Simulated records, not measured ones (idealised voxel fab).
Process module, titled voxel self aligned vias
It is cross-section cut that appears here, measuring 175 nm in width, its square cells being 5 nm in size.
For the purposes of this document, a cross-section shall be understood as a grid of square cells, specified as bands listed in top-to-bottom order, each band consisting of one or more rows of cells.
Within each band entry, the heights of the top and of the bottom of the band appear first, in that order and in nm; the materials of the band then follow from left to right, each with its corresponding width in nm. The designation "everywhere" on a single material indicates that it fills the band from edge to edge; the designation "blank" indicates empty space.
Height 0 is the level under which the wafer as received is all one material. The lowest band goes on downwards, as in "0 nm and below".
A two-number width, for instance "30..40", indicates that the width is equal to the first number in the top row of the band and to the second number in the bottom row, and that it changes by a constant amount per row of cells.
"nothing different" -> step changed no cross-section cell.
If an empty space has no open way to the top and is at least 8 cells in size, "Sealed voids" lists it, written width x height at distance, where distance is measured from the left edge and every value is in nm.
What comes after the settings on a step's line is commentary from the simulator itself on that step.
Regarding "overlay nm": on a step with a mask, it is the distance the mask lay to the right of its planned place; a negative value places it to the left.
### These are the steps we planned for the process
1,RECEIVE: material Si
2,CONFORMAL_DEP: material SiO2, thk nm 10
3,CONFORMAL_DEP: material SiCN, thk nm 5
4,DIRECTIONAL_DEP: material lowk, thk nm 25
5,MASKED_ETCH: tone open, mask id LINES, width nm 20, pitch nm 75, etch materials lowk, depth nm 25, overlay nm 0
6,CONFORMAL_DEP: material TiN, thk nm 5
7,FILL_DEP: material Ru, thk nm 10
8,CMP: height nm 40
9,SELECTIVE_ETCH: etch materials W Ru TiN, depth nm 10
10,FILL_DEP: material SiN, thk nm 10
11,CMP: height nm 40
12,DIRECTIONAL_DEP: material lowk, thk nm 20
13,MASKED_ETCH: tone open, mask id VIAS, width nm 50, etch materials lowk, depth nm 20, overlay nm 0
14,MASKED_ETCH: tone open, mask id VIAS, width nm 50, etch materials SiN, depth nm 10, overlay nm 0
15,CONFORMAL_DEP: material TiN, thk nm 5
16,FILL_DEP: material Cu, thk nm 5
17,CMP: height nm 60
18,CONFORMAL_DEP: material SiN, thk nm 5
For clarity, it should be stated that the wafers under discussion commence in an identical condition and differ with respect to the width nm of step 5, the plan indicating the value that the first wafer had.
### Received condition of the first of several wafers, sectioned: post-step 1
> 0 nm and below = Si everywhere
> Sealed voids: none
### End of module, by wafer: material-by-material cell gain (+) or loss (-) since receipt, then closed voids
width nm 20; +28 Cu; +8 Ru; +35 SiCN; +43 SiN; +70 SiO2; +36 TiN; +235 lowk; Sealed voids: none
width nm 25; +30 Cu; +12 Ru; +35 SiCN; +45 SiN; +70 SiO2; +38 TiN; +225 lowk; Sealed voids: none
width nm 30; +32 Cu; +16 Ru; +35 SiCN; +47 SiN; +70 SiO2; +40 TiN; +215 lowk; Sealed voids: none
width nm 35; +34 Cu; +20 Ru; +35 SiCN; +49 SiN; +70 SiO2; +42 TiN; +205 lowk; Sealed voids: none
width nm 40; +36 Cu; +24 Ru; +35 SiCN; +51 SiN; +70 SiO2; +44 TiN; +195 lowk; Sealed voids: none
width nm 45; +38 Cu; +28 Ru; +35 SiCN; +53 SiN; +70 SiO2; +46 TiN; +185 lowk; Sealed voids: none
